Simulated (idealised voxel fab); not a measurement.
Process module heading - voxel ribs on slabs
The cross-section shown here is cut; it is 155 nm wide and divided into square cells measuring 5 nm on a side.
In what follows, cross-sections appear as grids of square cells, described through bands that run from the top down, where every band is one or more rows of cells.
Heads up on the band format: heights come first, top then bottom, in nm. After that it's the materials left to right, each with its width in nm. A single material flagged "everywhere" fills the whole band edge to edge, and "empty" means there's empty space there.
The level at which height equals 0 is the one under which the wafer, as it arrives, is entirely one material. No lower edge exists for the bottom band, which continues downward and is notated as in "from 0 down".
When a width is written as two numbers, as in "30->40", the first number is the width in the top row of cells of the band and the second is the width in its bottom row, and the width changes by the same amount from each row to the next.
Reading "no change occurred" for a step: not a cell of the cross-section changed in it.
"Sealed internal cavities": sealed empty spaces, 8 cells or more, no open way to top, listed width x height at distance, with distance from the left edge and width, height and distance in nm.
On a step's line, text after the settings is the simulator commenting on that step.
The setting "overlay nm" may be written on the line of a step. When the step uses a mask, the value reports how far to the right of the planned place the mask lay, and a negative value reports that it lay to the left.
[Below is the list of planned process steps]
1 RECEIVE [material Si]
2 DIRECTIONAL_DEP [material SiO2] [thk nm 20]
3 DIRECTIONAL_DEP [material polySi] [thk nm 25]
4 MASKED_ETCH [tone cover] [mask id RIB] [width nm 30] [etch materials polySi] [depth nm 20] [overlay nm 0]
5 DIRECTIONAL_DEP [material aC] [thk nm 15]
6 PATTERN [tone cover] [mask id SLAB] [material resist] [width nm 60] [thk nm 35] [overlay nm 0]
7 DIRECTIONAL_ETCH [etch materials aC] [depth nm 15]
8 STRIP [etch materials resist]
9 DIRECTIONAL_ETCH [etch materials polySi] [depth nm 5]
10 STRIP [etch materials aC]
11 FILL_DEP [material SiO2] [thk nm 20]
12 CMP [height nm 60]
13 DIRECTIONAL_DEP [material W] [thk nm 10]
14 PATTERN [tone cover] [mask id HEATER] [material resist] [width nm 40] [thk nm 15] [overlay nm 0]
15 DIRECTIONAL_ETCH [etch materials W] [depth nm 10]
16 STRIP [etch materials resist]
17 CONFORMAL_DEP [material SiO2] [thk nm 10]
[Wafer, first of two, run as planned]
[as received, after step 1]
from 0 down = Si everywhere
Sealed internal cavities: none
[Cross-sectional representation of the wafer at the conclusion of step 2]
from 20 to 0 = SiO2 everywhere
Unchanged below 0.
[Cross-sectional representation of the wafer at the conclusion of step 3]
from 45 to 20 = polySi everywhere
Unchanged below 20.
[Cross-sectional representation of the wafer at the conclusion of step 4]
from 45 to 25 = 60 empty, 30 polySi, 65 empty
Unchanged below 25.
[Cross-sectional representation of the wafer at the conclusion of step 5]
from 60 to 45 = 60 empty, 30 aC, 65 empty
from 45 to 40 = 60 empty, 30 polySi, 65 empty
from 40 to 25 = 60 aC, 30 polySi, 65 aC
Unchanged below 25.
[Cross-sectional representation of the wafer at the conclusion of step 6]
from 95 to 60 = 45 empty, 60 resist, 50 empty
from 60 to 45 = 45 empty, 15 resist, 30 aC, 15 resist, 50 empty
from 45 to 40 = 45 empty, 15 resist, 30 polySi, 15 resist, 50 empty
Unchanged below 40.
[Cross-sectional representation of the wafer at the conclusion of step 7]
from 80 to 60 = 45 empty, 60 resist, 50 empty
from 60 to 45 = 45 empty, 15 resist, 30 aC, 15 resist, 50 empty
from 45 to 40 = 45 empty, 15 resist, 30 polySi, 15 resist, 50 empty
from 40 to 25 = 45 empty, 15 aC, 30 polySi, 15 aC, 50 empty
Unchanged below 25.
[Cross-sectional representation of the wafer at the conclusion of step 8]
from 60 to 45 = 60 empty, 30 aC, 65 empty
from 45 to 40 = 60 empty, 30 polySi, 65 empty
Unchanged below 40.
[Cross-sectional representation of the wafer at the conclusion of step 9]
from 60 to 45 = 60 empty, 30 aC, 65 empty
from 45 to 40 = 60 empty, 30 polySi, 65 empty
from 40 to 25 = 45 empty, 15 aC, 30 polySi, 15 aC, 50 empty
from 25 to 20 = 45 empty, 60 polySi, 50 empty
Unchanged below 20.
[Cross-sectional representation of the wafer at the conclusion of step 10]
from 45 to 25 = 60 empty, 30 polySi, 65 empty
Unchanged below 25.
[Cross-sectional representation of the wafer at the conclusion of step 11]
from 65 to 45 = SiO2 everywhere
from 45 to 25 = 60 SiO2, 30 polySi, 65 SiO2
from 25 to 20 = 45 SiO2, 60 polySi, 50 SiO2
Unchanged below 20.
[Cross-sectional representation of the wafer at the conclusion of step 12]
from 60 to 45 = SiO2 everywhere
Unchanged below 45.
[Cross-sectional representation of the wafer at the conclusion of step 13]
from 70 to 60 = W everywhere
Unchanged below 60.
[Cross-sectional representation of the wafer at the conclusion of step 14]
from 85 to 70 = 55 empty, 40 resist, 60 empty
Unchanged below 70.
[Cross-sectional representation of the wafer at the conclusion of step 15]
from 85 to 70 = 55 empty, 40 resist, 60 empty
from 70 to 60 = 55 empty, 40 W, 60 empty
Unchanged below 60.
[Cross-sectional representation of the wafer at the conclusion of step 16]
from 70 to 60 = 55 empty, 40 W, 60 empty
Unchanged below 60.
[Cross-sectional representation of the wafer at the conclusion of step 17]
from 80 to 70 = 45 empty, 60 SiO2, 50 empty
from 70 to 60 = 55 SiO2, 40 W, 60 SiO2
Unchanged below 60.
[Regarding the second of the two wafers: it shared the first wafer's starting condition and process plan, yet one error occurred during its execution. Its history coincides with that of the first wafer up to and including step 5]
[Second wafer, sectioned view, at step 6's planned end time]
from 95 to 60 = 55 empty, 60 resist, 40 empty
from 60 to 45 = 55 empty, 5 resist, 30 aC, 25 resist, 40 empty
from 45 to 40 = 55 empty, 5 resist, 30 polySi, 25 resist, 40 empty
Unchanged below 40.
[Second wafer, sectioned view, at step 7's planned end time]
from 80 to 60 = 55 empty, 60 resist, 40 empty
from 60 to 45 = 55 empty, 5 resist, 30 aC, 25 resist, 40 empty
from 45 to 40 = 55 empty, 5 resist, 30 polySi, 25 resist, 40 empty
from 40 to 25 = 55 empty, 5 aC, 30 polySi, 25 aC, 40 empty
Unchanged below 25.
[Second wafer, sectioned view, at step 8's planned end time]
from 60 to 45 = 60 empty, 30 aC, 65 empty
from 45 to 40 = 60 empty, 30 polySi, 65 empty
Unchanged below 40.
[Second wafer, sectioned view, at step 9's planned end time]
from 60 to 45 = 60 empty, 30 aC, 65 empty
from 45 to 40 = 60 empty, 30 polySi, 65 empty
from 40 to 25 = 55 empty, 5 aC, 30 polySi, 25 aC, 40 empty
from 25 to 20 = 55 empty, 60 polySi, 40 empty
Unchanged below 20.
[Second wafer, sectioned view, at step 10's planned end time]
from 45 to 25 = 60 empty, 30 polySi, 65 empty
Unchanged below 25.
[Second wafer, sectioned view, at step 11's planned end time]
from 65 to 45 = SiO2 everywhere
from 45 to 25 = 60 SiO2, 30 polySi, 65 SiO2
from 25 to 20 = 55 SiO2, 60 polySi, 40 SiO2
Unchanged below 20.
[Second wafer, sectioned view, at step 12's planned end time]
from 60 to 45 = SiO2 everywhere
Unchanged below 45.
[Second wafer, sectioned view, at step 13's planned end time]
from 70 to 60 = W everywhere
Unchanged below 60.
[Second wafer, sectioned view, at step 14's planned end time]
from 85 to 70 = 55 empty, 40 resist, 60 empty
Unchanged below 70.
[Second wafer, sectioned view, at step 15's planned end time]
from 85 to 70 = 55 empty, 40 resist, 60 empty
from 70 to 60 = 55 empty, 40 W, 60 empty
Unchanged below 60.
[Second wafer, sectioned view, at step 16's planned end time]
from 70 to 60 = 55 empty, 40 W, 60 empty
Unchanged below 60.
[Second wafer, sectioned view, at step 17's planned end time]
from 80 to 70 = 45 empty, 60 SiO2, 50 empty
from 70 to 60 = 55 SiO2, 40 W, 60 SiO2
Unchanged below 60.
Error vs. plan: off-plan run, step 6, actual operation and settings PATTERN [tone cover] [mask id SLAB] [material resist] [width nm 60] [thk nm 35] [overlay nm 10]
Same inventory, different map: at the end, the second wafer holds as many cells of each material as the first, placed elsewhere.
